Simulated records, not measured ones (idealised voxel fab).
Herein follows the process module entitled voxel ribs on slabs.
Xsec cut, 150 nm wide, square cell size 5 nm.
Just so we're on the same page, the cross-sections are grids of square cells, and they're listed out in bands top to bottom, each band one or more rows deep.
Within each band entry, the heights of the top and of the bottom of the band appear first, in that order and in nm; the materials of the band then follow from left to right, each with its corresponding width in nm. The designation "all across" on a single material indicates that it fills the band from edge to edge; the designation "air" indicates empty space.
It should be noted that heights are counted from 0, beneath which the wafer as supplied is of one material throughout, and that the lowest band possesses no lower boundary but continues downward, as written in "0 -> down".
Width "30..40": first value at the band's top row of cells, second value at its bottom row, equal change from row to row.
A step reported as "remained unchanged" is a step in which no cell of the cross-section changed.
Enclosed voids (no open way to top), threshold 8 cells or more, entry "Enclosed void list", notation width x height at distance, distance from left edge, nm.
Text after the settings on a step's line: the simulator's own remark on that step.
Among the settings permitted on a step's line is "overlay nm"; applied to a step with a mask, it specifies the extent to which the mask lay to the right of its planned position, whereas a negative figure signifies a position to the left.

[Planned process steps]
1. RECEIVE | material Si
2. DIRECTIONAL_DEP | material SiO2 | thk nm 30
3. DIRECTIONAL_DEP | material polySi | thk nm 20
4. DIRECTIONAL_DEP | material aC | thk nm 15
5. PATTERN | tone cover | mask id RIB | material resist | width nm 30 | thk nm 30 | overlay nm 0
6. DIRECTIONAL_ETCH | etch materials aC | depth nm 15
7. STRIP | etch materials resist
8. DIRECTIONAL_ETCH | etch materials polySi | depth nm 15
9. STRIP | etch materials aC
10. DIRECTIONAL_DEP | material aC | thk nm 10
11. PATTERN | tone cover | mask id SLAB | material resist | width nm 90 | thk nm 25 | overlay nm 0
12. DIRECTIONAL_ETCH | etch materials aC | depth nm 10
13. STRIP | etch materials resist
14. DIRECTIONAL_ETCH | etch materials polySi | depth nm 5
15. STRIP | etch materials aC
16. FILL_DEP | material SiO2 | thk nm 25
17. CMP | height nm 65
18. DIRECTIONAL_DEP | material W | thk nm 5
19. PATTERN | tone cover | mask id HEATER | material resist | width nm 40 | thk nm 15 | overlay nm 0
20. DIRECTIONAL_ETCH | etch materials W | depth nm 5
21. STRIP | etch materials resist
22. CONFORMAL_DEP | material SiN | thk nm 10

[Shown in cross-section is the wafer as received, that is, as it stands after step 1]
> 0 -> down: Si all across
> Enclosed void list: none

[Final cross-section, module run with one mistake (start and plan as above)]
> 80 -> 75: air 45; SiN 60; air 45
> 75 -> 70: SiN all across
> 70 -> 65: SiN 55; W 40; SiN 55
> 65 -> 20: SiO2 all across
> 20 -> 0: polySi all across
> 0 -> down: Si all across
> Enclosed void list: none
Nonconformance to the process plan: note: step 2 <-> step 3, run order reversed vs plan
